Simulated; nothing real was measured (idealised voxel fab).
process module | voxel wiring stack
cross-section cut | 155 nm wide | cells 5 nm
A cross-section is a grid of square cells, given in bands from the top down. A band is one or more rows of cells.
Each band's line starts with the height of the band's top and of its bottom, in nm. Then come its materials from left to right, each with its width in nm. One material with "throughout" fills the band from edge to edge. "air" is empty space.
Height 0 is the level under which the wafer as received is all one material. The lowest band goes on downwards, as in "0 down".
A width such as "30 to 40" changes by the same amount from each row of cells to the next, from the band's top row to its bottom row.
"no change" after a step means that no cell of the cross-section changed.
closed voids: empty space of 8 cells or more with no open way to the top, each as width x height at its distance from the left edge, in nm
after a step's settings: what the simulator itself notes on the step
overlay nm, on a step with a mask: how far to the right of its planned place the mask lay; to the left if negative
plan
1 op RECEIVE | material Si
2 op CONFORMAL_DEP | material SiO2 | thk nm 10
3 op DIRECTIONAL_DEP | material TiN | thk nm 5
4 op DIRECTIONAL_DEP | material Ru | thk nm 15
5 op MASKED_ETCH | tone cover | mask id METAL_1 | width nm 25 | pitch nm 45 | etch materials Ru | depth nm 15 | overlay nm 0
6 op MASKED_ETCH | tone cover | mask id METAL_1 | width nm 25 | pitch nm 45 | etch materials TiN | depth nm 5 | overlay nm 0
7 op FILL_DEP | material lowk | thk nm 5
8 op CMP | height nm 30
9 op CONFORMAL_DEP | material SiCN | thk nm 5
10 op DIRECTIONAL_DEP | material lowk | thk nm 10
11 op MASKED_ETCH | tone open | mask id PLUG_1 | width nm 15 | pitch nm 45 | etch materials lowk | depth nm 10 | overlay nm 0
12 op MASKED_ETCH | tone open | mask id PLUG_1 | width nm 15 | pitch nm 45 | etch materials SiCN | depth nm 5 | overlay nm 0
13 op EPI | material Ru | thk nm 10
14 op EPI | material Ru | thk nm 5
15 op CONFORMAL_DEP | material SiCN | thk nm 5
16 op DIRECTIONAL_DEP | material SiO2 | thk nm 25
17 op PATTERN | tone open | mask id METAL_2 | material resist | width nm 25 | pitch nm 45 | thk nm 20 | overlay nm 0
18 op DIRECTIONAL_ETCH | etch materials SiO2 | depth nm 25
19 op DIRECTIONAL_ETCH | etch materials SiCN | depth nm 5
20 op STRIP | etch materials resist
21 op CONFORMAL_DEP | material TiN | thk nm 5
22 op FILL_DEP | material Ru | thk nm 10
23 op CMP | height nm 75
24 op CONFORMAL_DEP | material SiCN | thk nm 5
25 op DIRECTIONAL_DEP | material SiO2 | thk nm 35
26 op PATTERN | tone open | mask id METAL_3 | material resist | width nm 25 | pitch nm 45 | thk nm 20 | overlay nm 0
27 op DIRECTIONAL_ETCH | etch materials SiO2 | depth nm 20
28 op STRIP | etch materials resist
29 op MASKED_ETCH | tone open | mask id METAL_3_HOLES | width nm 15 | pitch nm 90 | etch materials SiO2 | depth nm 15 | overlay nm 0
30 op MASKED_ETCH | tone open | mask id METAL_3_HOLES | width nm 15 | pitch nm 90 | etch materials SiCN | depth nm 5 | overlay nm 0
31 op CONFORMAL_DEP | material TiN | thk nm 5
32 op FILL_DEP | material Cu | thk nm 5
33 op CMP | height nm 115
34 op CONFORMAL_DEP | material SiN | thk nm 5
first wafer, as planned
as received, after step 1
  0 down: Si throughout
  closed voids: none
after step 2
  10 to 0: SiO2 throughout
  below 0: unchanged
after step 3
  15 to 10: TiN throughout
  below 10: unchanged
after step 4
  30 to 15: Ru throughout
  below 15: unchanged
after step 5
  30 to 15: air 20 | Ru 25 | air 20 | Ru 25 | air 20 | Ru 25 | air 20
  below 15: unchanged
after step 6
  30 to 15: air 20 | Ru 25 | air 20 | Ru 25 | air 20 | Ru 25 | air 20
  15 to 10: air 20 | TiN 25 | air 20 | TiN 25 | air 20 | TiN 25 | air 20
  below 10: unchanged
after step 7
  35 to 30: lowk throughout
  30 to 15: lowk 20 | Ru 25 | lowk 20 | Ru 25 | lowk 20 | Ru 25 | lowk 20
  15 to 10: lowk 20 | TiN 25 | lowk 20 | TiN 25 | lowk 20 | TiN 25 | lowk 20
  below 10: unchanged
after step 8
  30 to 15: lowk 20 | Ru 25 | lowk 20 | Ru 25 | lowk 20 | Ru 25 | lowk 20
  below 15: unchanged
after step 9
  35 to 30: SiCN throughout
  below 30: unchanged
after step 10
  45 to 35: lowk throughout
  below 35: unchanged
after step 11
  45 to 35: lowk 20 | air 15 | lowk 30 | air 15 | lowk 30 | air 15 | lowk 30
  below 35: unchanged
after step 12
  45 to 35: lowk 20 | air 15 | lowk 30 | air 15 | lowk 30 | air 15 | lowk 30
  35 to 30: SiCN 20 | air 15 | SiCN 30 | air 15 | SiCN 30 | air 15 | SiCN 30
  below 30: unchanged
after step 13
  45 to 40: lowk 20 | air 15 | lowk 30 | air 15 | lowk 30 | air 15 | lowk 30
  40 to 35: lowk 20 | Ru 15 | lowk 30 | Ru 15 | lowk 30 | Ru 15 | lowk 30
  35 to 30: SiCN 20 | Ru 15 | SiCN 30 | Ru 15 | SiCN 30 | Ru 15 | SiCN 30
  below 30: unchanged
after step 14
  45 to 35: lowk 20 | Ru 15 | lowk 30 | Ru 15 | lowk 30 | Ru 15 | lowk 30
  below 35: unchanged
after step 15
  50 to 45: SiCN throughout
  below 45: unchanged
after step 16
  75 to 50: SiO2 throughout
  below 50: unchanged
after step 17
  95 to 75: resist 20 | air 25 | resist 20 | air 25 | resist 20 | air 25 | resist 20
  below 75: unchanged
after step 18
  95 to 75: resist 20 | air 25 | resist 20 | air 25 | resist 20 | air 25 | resist 20
  75 to 50: SiO2 20 | air 25 | SiO2 20 | air 25 | SiO2 20 | air 25 | SiO2 20
  below 50: unchanged
after step 19
  95 to 75: resist 20 | air 25 | resist 20 | air 25 | resist 20 | air 25 | resist 20
  75 to 50: SiO2 20 | air 25 | SiO2 20 | air 25 | SiO2 20 | air 25 | SiO2 20
  50 to 45: SiCN 20 | air 25 | SiCN 20 | air 25 | SiCN 20 | air 25 | SiCN 20
  below 45: unchanged
after step 20
  75 to 50: SiO2 20 | air 25 | SiO2 20 | air 25 | SiO2 20 | air 25 | SiO2 20
  below 50: unchanged
after step 21
  80 to 75: TiN 25 | air 15 | TiN 30 | air 15 | TiN 30 | air 15 | TiN 25
  75 to 50: SiO2 20 | TiN 5 | air 15 | TiN 5 | SiO2 20 | TiN 5 | air 15 | TiN 5 | SiO2 20 | TiN 5 | air 15 | TiN 5 | SiO2 20
  50 to 45: SiCN 20 | TiN 25 | SiCN 20 | TiN 25 | SiCN 20 | TiN 25 | SiCN 20
  below 45: unchanged
after step 22
  90 to 80: Ru throughout
  80 to 75: TiN 25 | Ru 15 | TiN 30 | Ru 15 | TiN 30 | Ru 15 | TiN 25
  75 to 50: SiO2 20 | TiN 5 | Ru 15 | TiN 5 | SiO2 20 | TiN 5 | Ru 15 | TiN 5 | SiO2 20 | TiN 5 | Ru 15 | TiN 5 | SiO2 20
  below 50: unchanged
after step 23
  75 to 50: SiO2 20 | TiN 5 | Ru 15 | TiN 5 | SiO2 20 | TiN 5 | Ru 15 | TiN 5 | SiO2 20 | TiN 5 | Ru 15 | TiN 5 | SiO2 20
  below 50: unchanged
after step 24
  80 to 75: SiCN throughout
  below 75: unchanged
after step 25
  115 to 80: SiO2 throughout
  below 80: unchanged
after step 26
  135 to 115: resist 20 | air 25 | resist 20 | air 25 | resist 20 | air 25 | resist 20
  below 115: unchanged
after step 27
  135 to 115: resist 20 | air 25 | resist 20 | air 25 | resist 20 | air 25 | resist 20
  115 to 95: SiO2 20 | air 25 | SiO2 20 | air 25 | SiO2 20 | air 25 | SiO2 20
  below 95: unchanged
after step 28
  115 to 95: SiO2 20 | air 25 | SiO2 20 | air 25 | SiO2 20 | air 25 | SiO2 20
  below 95: unchanged
after step 29
  115 to 95: SiO2 20 | air 25 | SiO2 20 | air 25 | SiO2 20 | air 25 | SiO2 20
  95 to 80: SiO2 20 | air 15 | SiO2 75 | air 15 | SiO2 30
  below 80: unchanged
after step 30
  115 to 95: SiO2 20 | air 25 | SiO2 20 | air 25 | SiO2 20 | air 25 | SiO2 20
  95 to 80: SiO2 20 | air 15 | SiO2 75 | air 15 | SiO2 30
  80 to 75: SiCN 20 | air 15 | SiCN 75 | air 15 | SiCN 30
  below 75: unchanged
after step 31
  120 to 115: TiN 25 | air 15 | TiN 30 | air 15 | TiN 30 | air 15 | TiN 25
  115 to 100: SiO2 20 | TiN 5 | air 15 | TiN 5 | SiO2 20 | TiN 5 | air 15 | TiN 5 | SiO2 20 | TiN 5 | air 15 | TiN 5 | SiO2 20
  100 to 95: SiO2 20 | TiN 5 | air 5 | TiN 15 | SiO2 20 | TiN 25 | SiO2 20 | TiN 5 | air 5 | TiN 15 | SiO2 20
  95 to 80: SiO2 20 | TiN 5 | air 5 | TiN 5 | SiO2 75 | TiN 5 | air 5 | TiN 5 | SiO2 30
  80 to 75: SiCN 20 | TiN 15 | SiCN 75 | TiN 15 | SiCN 30
  below 75: unchanged
after step 32
  125 to 120: Cu throughout
  120 to 115: TiN 25 | Cu 15 | TiN 30 | Cu 15 | TiN 30 | Cu 15 | TiN 25
  115 to 100: SiO2 20 | TiN 5 | Cu 15 | TiN 5 | SiO2 20 | TiN 5 | Cu 15 | TiN 5 | SiO2 20 | TiN 5 | Cu 15 | TiN 5 | SiO2 20
  100 to 95: SiO2 20 | TiN 5 | Cu 5 | TiN 15 | SiO2 20 | TiN 25 | SiO2 20 | TiN 5 | Cu 5 | TiN 15 | SiO2 20
  95 to 80: SiO2 20 | TiN 5 | Cu 5 | TiN 5 | SiO2 75 | TiN 5 | Cu 5 | TiN 5 | SiO2 30
  below 80: unchanged
after step 33
  115 to 100: SiO2 20 | TiN 5 | Cu 15 | TiN 5 | SiO2 20 | TiN 5 | Cu 15 | TiN 5 | SiO2 20 | TiN 5 | Cu 15 | TiN 5 | SiO2 20
  below 100: unchanged
after step 34
  120 to 115: SiN throughout
  below 115: unchanged
second wafer: like start, like plan, one mistake. Through step 28 it matches the first wafer
when step 29 should have ended
  115 to 95: SiO2 20 | air 25 | SiO2 20 | air 25 | SiO2 20 | air 25 | SiO2 20
  95 to 80: SiO2 20 | air 20 | SiO2 70 | air 20 | SiO2 25
  below 80: unchanged
when step 30 should have ended
  115 to 95: SiO2 20 | air 25 | SiO2 20 | air 25 | SiO2 20 | air 25 | SiO2 20
  95 to 80: SiO2 20 | air 20 | SiO2 70 | air 20 | SiO2 25
  80 to 75: SiCN 20 | air 15 | SiCN 75 | air 15 | SiCN 30
  below 75: unchanged
when step 31 should have ended
  120 to 115: TiN 25 | air 15 | TiN 30 | air 15 | TiN 30 | air 15 | TiN 25
  115 to 100: SiO2 20 | TiN 5 | air 15 | TiN 5 | SiO2 20 | TiN 5 | air 15 | TiN 5 | SiO2 20 | TiN 5 | air 15 | TiN 5 | SiO2 20
  100 to 95: SiO2 20 | TiN 5 | air 10 | TiN 10 | SiO2 20 | TiN 25 | SiO2 20 | TiN 5 | air 10 | TiN 10 | SiO2 20
  95 to 85: SiO2 20 | TiN 5 | air 10 | TiN 5 | SiO2 70 | TiN 5 | air 10 | TiN 5 | SiO2 25
  85 to 80: SiO2 20 | TiN 5 | air 5 | TiN 10 | SiO2 70 | TiN 5 | air 5 | TiN 10 | SiO2 25
  80 to 75: SiCN 20 | TiN 15 | SiCN 75 | TiN 15 | SiCN 30
  below 75: unchanged
when step 32 should have ended
  125 to 120: Cu throughout
  120 to 115: TiN 25 | Cu 15 | TiN 30 | Cu 15 | TiN 30 | Cu 15 | TiN 25
  115 to 100: SiO2 20 | TiN 5 | Cu 15 | TiN 5 | SiO2 20 | TiN 5 | Cu 15 | TiN 5 | SiO2 20 | TiN 5 | Cu 15 | TiN 5 | SiO2 20
  100 to 95: SiO2 20 | TiN 5 | Cu 10 | TiN 10 | SiO2 20 | TiN 25 | SiO2 20 | TiN 5 | Cu 10 | TiN 10 | SiO2 20
  95 to 85: SiO2 20 | TiN 5 | Cu 10 | TiN 5 | SiO2 70 | TiN 5 | Cu 10 | TiN 5 | SiO2 25
  85 to 80: SiO2 20 | TiN 5 | Cu 5 | TiN 10 | SiO2 70 | TiN 5 | Cu 5 | TiN 10 | SiO2 25
  below 80: unchanged
when step 33 should have ended
  115 to 100: SiO2 20 | TiN 5 | Cu 15 | TiN 5 | SiO2 20 | TiN 5 | Cu 15 | TiN 5 | SiO2 20 | TiN 5 | Cu 15 | TiN 5 | SiO2 20
  below 100: unchanged
when step 34 should have ended
  120 to 115: SiN throughout
  below 115: unchanged
what went wrong: step 29 ran as: op MASKED_ETCH | tone open | mask id METAL_3_HOLES | width nm 20 | pitch nm 90 | etch materials SiO2 | depth nm 15 | overlay nm 0
at the end the second wafer has, in cells: 6 more of Cu | 6 fewer of SiO2
